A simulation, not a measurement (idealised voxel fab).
Process module name: voxel air gaps
Cross-section cut: width 205 nm, square cells of 5 nm.
Cross-section format: a grid of square cells, given as bands from top to bottom; each band is one or more rows of cells.
Band: top height; bottom height; in nm. Then, left to right: material with width in nm, for each material. "full width": a single material spanning edge to edge. "air": empty space.
Height 0 is the level under which the wafer as received is all one material. The lowest band goes on downwards, as in "from 0 down".
Think of "30->40" as a width that walks from the first number to the second as you go down the band, top row to bottom row, taking equal-sized steps from row to row.
Step note "remained unchanged" = no cross-section cell changed.
Heads up: "Closed void inventory" only lists the empty pockets with no open path to the top that are 8 cells or more, and it writes them as width x height at distance, distance from the left edge, in nm.
Anything after a step's settings on that line? It's the simulator's own note about the step.
overlay nm: how far to the right of its planned place the mask lay on this masked step (negative: to the left).
-- Process steps foreseen in the plan
1: RECEIVE [material Si]
2: CONFORMAL_DEP [material SiO2] [thk nm 10]
3: CONFORMAL_DEP [material SiCN] [thk nm 5]
4: DIRECTIONAL_DEP [material SiO2] [thk nm 30]
5: PATTERN [tone open] [mask id LINES] [material resist] [width nm 20] [pitch nm 45] [thk nm 20] [overlay nm -15]
6: DIRECTIONAL_ETCH [etch materials SiO2] [depth nm 30]
7: STRIP [etch materials resist]
8: CONFORMAL_DEP [material TiN] [thk nm 5]
9: FILL_DEP [material Cu] [thk nm 10]
10: CMP [height nm 45]
11: EPI [material Ru] [thk nm 10]
12: SELECTIVE_ETCH [etch materials SiO2] [depth nm 40]
13: CONFORMAL_DEP [material SiCN] [thk nm 5]
Wafers differ in overlay nm at step 5; plan lists the first wafer's value; identical starting state.
-- As received, i.e. after step 1: cross-section through the first of several wafers
    from 0 down | Si full width
    Closed void inventory: none
-- Quick look at the cross-section of the first of several wafers after step 13, which wraps up the module
    from 60 to 55 | 15 nm air; 140 nm SiCN; 50 nm air
    from 55 to 45 | 15 nm air; 5 nm SiCN; 40 nm Ru; 5 nm SiCN; 40 nm Ru; 5 nm SiCN; 40 nm Ru; 5 nm SiCN; 50 nm air
    from 45 to 40 | 15 nm air; 15 nm SiCN; 5 nm TiN; 10 nm Cu; 5 nm TiN; 25 nm SiCN; 5 nm TiN; 10 nm Cu; 5 nm TiN; 25 nm SiCN; 5 nm TiN; 10 nm Cu; 5 nm TiN; 15 nm SiCN; 50 nm air
    from 40 to 20 | 25 nm air; 5 nm SiCN; 5 nm TiN; 10 nm Cu; 5 nm TiN; 5 nm SiCN; 15 nm air; 5 nm SiCN; 5 nm TiN; 10 nm Cu; 5 nm TiN; 5 nm SiCN; 15 nm air; 5 nm SiCN; 5 nm TiN; 10 nm Cu; 5 nm TiN; 5 nm SiCN; 60 nm air
    from 20 to 15 | 30 nm SiCN; 20 nm TiN; 25 nm SiCN; 20 nm TiN; 25 nm SiCN; 20 nm TiN; 65 nm SiCN
    from 15 to 10 | SiCN full width
    from 10 to 0 | SiO2 full width
    from 0 down | Si full width
    Closed void inventory: 15 x 20 at 55; 15 x 20 at 100
-- So this is the cross-section on the last wafer at the end of the module
    from 60 to 55 | 45 nm air; 140 nm SiCN; 20 nm air
    from 55 to 45 | 45 nm air; 5 nm SiCN; 40 nm Ru; 5 nm SiCN; 40 nm Ru; 5 nm SiCN; 40 nm Ru; 5 nm SiCN; 20 nm air
    from 45 to 40 | 45 nm air; 15 nm SiCN; 5 nm TiN; 10 nm Cu; 5 nm TiN; 25 nm SiCN; 5 nm TiN; 10 nm Cu; 5 nm TiN; 25 nm SiCN; 5 nm TiN; 10 nm Cu; 5 nm TiN; 15 nm SiCN; 20 nm air
    from 40 to 20 | 55 nm air; 5 nm SiCN; 5 nm TiN; 10 nm Cu; 5 nm TiN; 5 nm SiCN; 15 nm air; 5 nm SiCN; 5 nm TiN; 10 nm Cu; 5 nm TiN; 5 nm SiCN; 15 nm air; 5 nm SiCN; 5 nm TiN; 10 nm Cu; 5 nm TiN; 5 nm SiCN; 30 nm air
    from 20 to 15 | 60 nm SiCN; 20 nm TiN; 25 nm SiCN; 20 nm TiN; 25 nm SiCN; 20 nm TiN; 35 nm SiCN
    from 15 to 10 | SiCN full width
    from 10 to 0 | SiO2 full width
    from 0 down | Si full width
    Closed void inventory: 15 x 20 at 85; 15 x 20 at 130
-- End of module, by wafer: material-by-material cell gain (+) or loss (-) since receipt, then closed voids
overlay nm -15, +30 Cu, +48 Ru, +146 SiCN, +82 SiO2, +42 TiN, Closed void inventory: 15 x 20 at 55; 15 x 20 at 100
overlay nm -10, +30 Cu, +48 Ru, +146 SiCN, +82 SiO2, +42 TiN, Closed void inventory: 15 x 20 at 60; 15 x 20 at 105
overlay nm -5, +30 Cu, +48 Ru, +146 SiCN, +82 SiO2, +42 TiN, Closed void inventory: 15 x 20 at 65; 15 x 20 at 110
overlay nm 0, +30 Cu, +48 Ru, +146 SiCN, +82 SiO2, +42 TiN, Closed void inventory: 15 x 20 at 70; 15 x 20 at 115
overlay nm 5, +30 Cu, +48 Ru, +146 SiCN, +82 SiO2, +42 TiN, Closed void inventory: 15 x 20 at 75; 15 x 20 at 120
overlay nm 10, +30 Cu, +48 Ru, +146 SiCN, +82 SiO2, +42 TiN, Closed void inventory: 15 x 20 at 80; 15 x 20 at 125
overlay nm 15, +30 Cu, +48 Ru, +146 SiCN, +82 SiO2, +42 TiN, Closed void inventory: 15 x 20 at 85; 15 x 20 at 130
